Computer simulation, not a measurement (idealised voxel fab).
process module | voxel self aligned contacts
cross-section cut | 145 nm wide | cells 5 nm
A cross-section is a grid of square cells, given in bands from the top down. A band is one or more rows of cells.
Each band's line starts with the height of the band's top and of its bottom, in nm. Then come its materials from left to right, each with its width in nm. One material with "throughout" fills the band from edge to edge. "air" is empty space.
Height 0 is the level under which the wafer as received is all one material. The lowest band goes on downwards, as in "0 down".
A width such as "30 to 40" changes by the same amount from each row of cells to the next, from the band's top row to its bottom row.
"no change" after a step means that no cell of the cross-section changed.
closed voids: empty space of 8 cells or more with no open way to the top, each as width x height at its distance from the left edge, in nm
after a step's settings: what the simulator itself notes on the step
overlay nm, on a step with a mask: how far to the right of its planned place the mask lay; to the left if negative
plan
1 op RECEIVE | material Si
2 op OXIDIZE | depth nm 5
3 op DIRECTIONAL_DEP | material polySi | thk nm 30
4 op DIRECTIONAL_DEP | material SiN | thk nm 20
5 op PATTERN | tone cover | mask id GATE | material resist | width nm 30 | pitch nm 75 | thk nm 15 | overlay nm 0
6 op DIRECTIONAL_ETCH | etch materials SiN | depth nm 20
7 op DIRECTIONAL_ETCH | etch materials polySi | depth nm 30
8 op STRIP | etch materials resist
9 op CONFORMAL_DEP | material SiN | thk nm 10
10 op DIRECTIONAL_ETCH | etch materials SiN | depth nm 10
11 op FILL_DEP | material SiO2 | thk nm 15
12 op CMP | height nm 55
13 op MASKED_ETCH | tone open | mask id CONTACT | width nm 55 | etch materials SiO2 | depth nm 60 | overlay nm 0
14 op CONFORMAL_DEP | material TiN | thk nm 5
15 op FILL_DEP | material Ru | thk nm 10
16 op CMP | height nm 55
17 op CONFORMAL_DEP | material SiN | thk nm 5
as received, after step 1
  0 down: Si throughout
  closed voids: none
first wafer at the end, as planned
  60 to 55: SiN throughout
  55 to 50: SiO2 45 | TiN 20 | Ru 15 | TiN 20 | SiO2 45
  50 to 30: SiO2 10 | SiN 50 | TiN 5 | Ru 15 | TiN 5 | SiN 50 | SiO2 10
  30 to 0: SiO2 10 | SiN 10 | polySi 30 | SiN 10 | TiN 5 | Ru 15 | TiN 5 | SiN 10 | polySi 30 | SiN 10 | SiO2 10
  0 to -5: SiO2 60 | TiN 25 | SiO2 60
  -5 down: Si throughout
  closed voids: none
second wafer at the end: like start, like plan, one mistake
  60 to 55: SiN throughout
  55 to 50: SiO2 45 | TiN 20 | Ru 15 | TiN 20 | SiO2 45
  50 to 30: SiO2 10 | SiN 50 | TiN 5 | Ru 15 | TiN 5 | SiN 50 | SiO2 10
  30 to 5: SiO2 10 | SiN 10 | polySi 30 | SiN 10 | TiN 5 | Ru 15 | TiN 5 | SiN 10 | polySi 30 | SiN 10 | SiO2 10
  5 to 0: SiO2 10 | SiN 10 | polySi 30 | SiN 10 | TiN 25 | SiN 10 | polySi 30 | SiN 10 | SiO2 10
  0 down: Si throughout
  closed voids: none
what went wrong: step 2 was left out
at the end the second wafer has, in cells: 3 fewer of Ru | 29 more of Si | 24 fewer of SiO2 | 2 fewer of TiN
